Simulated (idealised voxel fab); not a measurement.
Process module heading - voxel ribs on slabs
Square cell edge 5 nm, section width 290 nm, ID cut.
Format of a cross-section: grid, square cells. Given as bands. Order: top down. Band: one or more rows of cells.
Band entry format. Leading values: height of top, height of bottom, nm. Remainder: materials in left-to-right order, each with its width in nm. Special words: "all across" on a single material, which then fills the band edge to edge; "air", empty space.
Height 0 is the level under which the wafer as received is all one material. The lowest band goes on downwards, as in "top 0, no bottom".
Width: "30..40" (first number = top row, second number = bottom row, same change from row to row of cells).
"no modifications" means the step left every cell of the cross-section as it was.
Look at "Closed void register" for the closed voids: empty spaces with no open path to the top, sized 8 cells or up. Each is width x height at distance, distance from the left edge, all nm.
Text after the settings on a step's line: the simulator's own remark on that step.
"overlay nm" answers the question of how far to the right of plan the mask lay on a step that has a mask, and when it is negative the answer is to the left.

-- List of planned process steps
| 1 | RECEIVE with material Si |
| 2 | DIRECTIONAL_DEP with material SiO2, thk nm 20 |
| 3 | DIRECTIONAL_DEP with material polySi, thk nm 15 |
| 4 | MASKED_ETCH with tone cover, mask id RIB, width nm 15, etch materials polySi, depth nm 10, overlay nm 0 |
| 5 | MASKED_ETCH with tone cover, mask id SLAB, width nm 60, etch materials polySi, depth nm 5, overlay nm 0 |
| 6 | FILL_DEP with material SiO2, thk nm 25 |
| 7 | CMP with height nm 55 |
| 8 | DIRECTIONAL_DEP with material TiN, thk nm 10 |
| 9 | DIRECTIONAL_DEP with material aC, thk nm 15 |
| 10 | PATTERN with tone cover, mask id HEATER, material resist, width nm 30, thk nm 30, overlay nm 0 |
| 11 | DIRECTIONAL_ETCH with etch materials aC, depth nm 15 |
| 12 | STRIP with etch materials resist |
| 13 | DIRECTIONAL_ETCH with etch materials TiN, depth nm 10 |
| 14 | STRIP with etch materials aC |
| 15 | CONFORMAL_DEP with material SiO2, thk nm 5 |
Quick note for whoever runs this: the wafers start identical, but the width nm at step 4 isn't the same across them. The plan just shows what the first wafer had.

-- Cross-section of the first of several received wafers, showing its state after step 1
	top 0, no bottom | Si all across
	Closed void register: none

-- Cross-section of the first of several wafers, taken after step 15, where the module ends
	top 70, bottom 65 | 125 nm air; 40 nm SiO2; 125 nm air
	top 65, bottom 60 | 125 nm air; 5 nm SiO2; 30 nm TiN; 5 nm SiO2; 125 nm air
	top 60, bottom 55 | 130 nm SiO2; 30 nm TiN; 130 nm SiO2
	top 55, bottom 35 | SiO2 all across
	top 35, bottom 25 | 140 nm SiO2; 15 nm polySi; 135 nm SiO2
	top 25, bottom 20 | 115 nm SiO2; 60 nm polySi; 115 nm SiO2
	top 20, bottom 0 | SiO2 all across
	top 0, no bottom | Si all across
	Closed void register: none

-- Last wafer x-sec, end of module
	top 70, bottom 65 | 125 nm air; 40 nm SiO2; 125 nm air
	top 65, bottom 60 | 125 nm air; 5 nm SiO2; 30 nm TiN; 5 nm SiO2; 125 nm air
	top 60, bottom 55 | 130 nm SiO2; 30 nm TiN; 130 nm SiO2
	top 55, bottom 35 | SiO2 all across
	top 35, bottom 25 | 130 nm SiO2; 35 nm polySi; 125 nm SiO2
	top 25, bottom 20 | 115 nm SiO2; 60 nm polySi; 115 nm SiO2
	top 20, bottom 0 | SiO2 all across
	top 0, no bottom | Si all across
	Closed void register: none

-- Here is how to read the rows: every wafer has a row, and it shows the wafer at the end of the module, giving for each material how many cells were gained (+) or lost (-) since the wafer was received, then listing its closed voids
width nm 15 | +682 SiO2 | +12 TiN | +18 polySi | Closed void register: none
width nm 20 | +680 SiO2 | +12 TiN | +20 polySi | Closed void register: none
width nm 25 | +678 SiO2 | +12 TiN | +22 polySi | Closed void register: none
width nm 30 | +676 SiO2 | +12 TiN | +24 polySi | Closed void register: none
width nm 35 | +674 SiO2 | +12 TiN | +26 polySi | Closed void register: none
